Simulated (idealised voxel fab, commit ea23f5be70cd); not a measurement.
Module name: voxel trench capacitor (process module)
Xsec cut, 300 nm wide, square cell size 5 nm.
Each cross-section below is a grid of square cells, stated as bands in top-down order, with one or more rows of cells making up each band. Band: top height; bottom height; in nm. Then, left to right: material with width in nm, for each material. "full width": a single material spanning edge to edge. "blank": empty space. Height is counted from the level 0, under which the received wafer is composed throughout of one material. The lowest of the bands is not closed at the bottom but continues downward, in the notation "top 0, no bottom". Top row gets the first number, bottom row gets the second, and each row in between changes by the same step: that is how a band width like "30..40" works. "no change occurred" -> step changed no cross-section cell. Listed in "Closed cavity list": every empty space of 8 or more cells without an open way to the top. Form: width x height at distance, the distance being from the left edge, all in nm. Where a step's line continues beyond its settings, the continuation is a remark by the simulator itself on that step. You can add "overlay nm" to a step's line. For a step with a mask, it describes how far the mask lay to the right of its planned position, and a negative number describes a lay to the left.

# The steps planned for the process are as follows
- 1: RECEIVE, material Si
- 2: CONFORMAL_DEP, material SiN, thk nm 10
- 3: PATTERN, tone open, mask id TRENCH, material resist, width nm 15, pitch nm 40, thk nm 20, overlay nm 0
- 4: DIRECTIONAL_ETCH, etch materials SiN, depth nm 10
- 5: DIRECTIONAL_ETCH, etch materials Si, depth nm 25
- 6: STRIP, etch materials resist
- 7: CONFORMAL_DEP, material Al2O3, thk nm 5
- 8: FILL_DEP, material polySi, thk nm 5
- 9: CMP, height nm 10

# First of two wafers, with the run carried out as planned

# As-received state of the wafer in cross-section, equivalent to post-step 1
* top 0, no bottom | Si full width
* Closed cavity list: none

# So this is the wafer cross-section right after step 2
* top 10, bottom 0 | SiN full width
* Below a height of 0, the structure has not been altered.

# So this is the wafer cross-section right after step 3
* top 30, bottom 10 | resist=80; blank=15; resist=25; blank=15; resist=25; blank=15; resist=25; blank=15; resist=85
* Below a height of 10, the structure has not been altered.

# So this is the wafer cross-section right after step 4
* top 30, bottom 10 | resist=80; blank=15; resist=25; blank=15; resist=25; blank=15; resist=25; blank=15; resist=85
* top 10, bottom 0 | SiN=80; blank=15; SiN=25; blank=15; SiN=25; blank=15; SiN=25; blank=15; SiN=85
* Below a height of 0, the structure has not been altered.

# So this is the wafer cross-section right after step 5
* top 30, bottom 10 | resist=80; blank=15; resist=25; blank=15; resist=25; blank=15; resist=25; blank=15; resist=85
* top 10, bottom 0 | SiN=80; blank=15; SiN=25; blank=15; SiN=25; blank=15; SiN=25; blank=15; SiN=85
* top 0, bottom -25 | Si=80; blank=15; Si=25; blank=15; Si=25; blank=15; Si=25; blank=15; Si=85
* Below a height of -25, the structure has not been altered.

# So this is the wafer cross-section right after step 6
* top 10, bottom 0 | SiN=80; blank=15; SiN=25; blank=15; SiN=25; blank=15; SiN=25; blank=15; SiN=85
* Below a height of 0, the structure has not been altered.

# So this is the wafer cross-section right after step 7
* top 15, bottom 10 | Al2O3=85; blank=5; Al2O3=35; blank=5; Al2O3=35; blank=5; Al2O3=35; blank=5; Al2O3=90
* top 10, bottom 0 | SiN=80; Al2O3=5; blank=5; Al2O3=5; SiN=25; Al2O3=5; blank=5; Al2O3=5; SiN=25; Al2O3=5; blank=5; Al2O3=5; SiN=25; Al2O3=5; blank=5; Al2O3=5; SiN=85
* top 0, bottom -20 | Si=80; Al2O3=5; blank=5; Al2O3=5; Si=25; Al2O3=5; blank=5; Al2O3=5; Si=25; Al2O3=5; blank=5; Al2O3=5; Si=25; Al2O3=5; blank=5; Al2O3=5; Si=85
* top -20, bottom -25 | Si=80; Al2O3=15; Si=25; Al2O3=15; Si=25; Al2O3=15; Si=25; Al2O3=15; Si=85
* Below a height of -25, the structure has not been altered.

# So this is the wafer cross-section right after step 8
* top 20, bottom 15 | polySi full width
* top 15, bottom 10 | Al2O3=85; polySi=5; Al2O3=35; polySi=5; Al2O3=35; polySi=5; Al2O3=35; polySi=5; Al2O3=90
* top 10, bottom 0 | SiN=80; Al2O3=5; polySi=5; Al2O3=5; SiN=25; Al2O3=5; polySi=5; Al2O3=5; SiN=25; Al2O3=5; polySi=5; Al2O3=5; SiN=25; Al2O3=5; polySi=5; Al2O3=5; SiN=85
* top 0, bottom -20 | Si=80; Al2O3=5; polySi=5; Al2O3=5; Si=25; Al2O3=5; polySi=5; Al2O3=5; Si=25; Al2O3=5; polySi=5; Al2O3=5; Si=25; Al2O3=5; polySi=5; Al2O3=5; Si=85
* Below a height of -20, the structure has not been altered.

# So this is the wafer cross-section right after step 9
* top 10, bottom 0 | SiN=80; Al2O3=5; polySi=5; Al2O3=5; SiN=25; Al2O3=5; polySi=5; Al2O3=5; SiN=25; Al2O3=5; polySi=5; Al2O3=5; SiN=25; Al2O3=5; polySi=5; Al2O3=5; SiN=85
* Below a height of 0, the structure has not been altered.

# Second wafer. Start and plan as for the first. One mistake made in running. Agrees with the first up to and including step 4

# Second wafer cross-section, taken as of the time the plan sets for step 5 to be done
* top 30, bottom 10 | resist=80; blank=15; resist=25; blank=15; resist=25; blank=15; resist=25; blank=15; resist=85
* top 10, bottom 0 | SiN=80; blank=15; SiN=25; blank=15; SiN=25; blank=15; SiN=25; blank=15; SiN=85
* top 0, bottom -30 | Si=80; blank=15; Si=25; blank=15; Si=25; blank=15; Si=25; blank=15; Si=85
* Below a height of -30, the structure has not been altered.

# Second wafer cross-section, taken as of the time the plan sets for step 6 to be done
* top 10, bottom 0 | SiN=80; blank=15; SiN=25; blank=15; SiN=25; blank=15; SiN=25; blank=15; SiN=85
* Below a height of 0, the structure has not been altered.

# Second wafer cross-section, taken as of the time the plan sets for step 7 to be done
* top 15, bottom 10 | Al2O3=85; blank=5; Al2O3=35; blank=5; Al2O3=35; blank=5; Al2O3=35; blank=5; Al2O3=90
* top 10, bottom 0 | SiN=80; Al2O3=5; blank=5; Al2O3=5; SiN=25; Al2O3=5; blank=5; Al2O3=5; SiN=25; Al2O3=5; blank=5; Al2O3=5; SiN=25; Al2O3=5; blank=5; Al2O3=5; SiN=85
* top 0, bottom -25 | Si=80; Al2O3=5; blank=5; Al2O3=5; Si=25; Al2O3=5; blank=5; Al2O3=5; Si=25; Al2O3=5; blank=5; Al2O3=5; Si=25; Al2O3=5; blank=5; Al2O3=5; Si=85
* top -25, bottom -30 | Si=80; Al2O3=15; Si=25; Al2O3=15; Si=25; Al2O3=15; Si=25; Al2O3=15; Si=85
* Below a height of -30, the structure has not been altered.

# Second wafer cross-section, taken as of the time the plan sets for step 8 to be done
* top 20, bottom 15 | polySi full width
* top 15, bottom 10 | Al2O3=85; polySi=5; Al2O3=35; polySi=5; Al2O3=35; polySi=5; Al2O3=35; polySi=5; Al2O3=90
* top 10, bottom 0 | SiN=80; Al2O3=5; polySi=5; Al2O3=5; SiN=25; Al2O3=5; polySi=5; Al2O3=5; SiN=25; Al2O3=5; polySi=5; Al2O3=5; SiN=25; Al2O3=5; polySi=5; Al2O3=5; SiN=85
* top 0, bottom -25 | Si=80; Al2O3=5; polySi=5; Al2O3=5; Si=25; Al2O3=5; polySi=5; Al2O3=5; Si=25; Al2O3=5; polySi=5; Al2O3=5; Si=25; Al2O3=5; polySi=5; Al2O3=5; Si=85
* Below a height of -25, the structure has not been altered.

# Second wafer cross-section, taken as of the time the plan sets for step 9 to be done
* top 10, bottom 0 | SiN=80; Al2O3=5; polySi=5; Al2O3=5; SiN=25; Al2O3=5; polySi=5; Al2O3=5; SiN=25; Al2O3=5; polySi=5; Al2O3=5; SiN=25; Al2O3=5; polySi=5; Al2O3=5; SiN=85
* Below a height of 0, the structure has not been altered.
What broke from the plan during processing? step 5 ran differently from the plan; actual operation with settings: DIRECTIONAL_ETCH, etch materials Si, depth nm 30
In the final state, the cell counts of the second wafer exceed or fall short of those of the first for the following materials: Al2O3 +8; Si -12; polySi +4
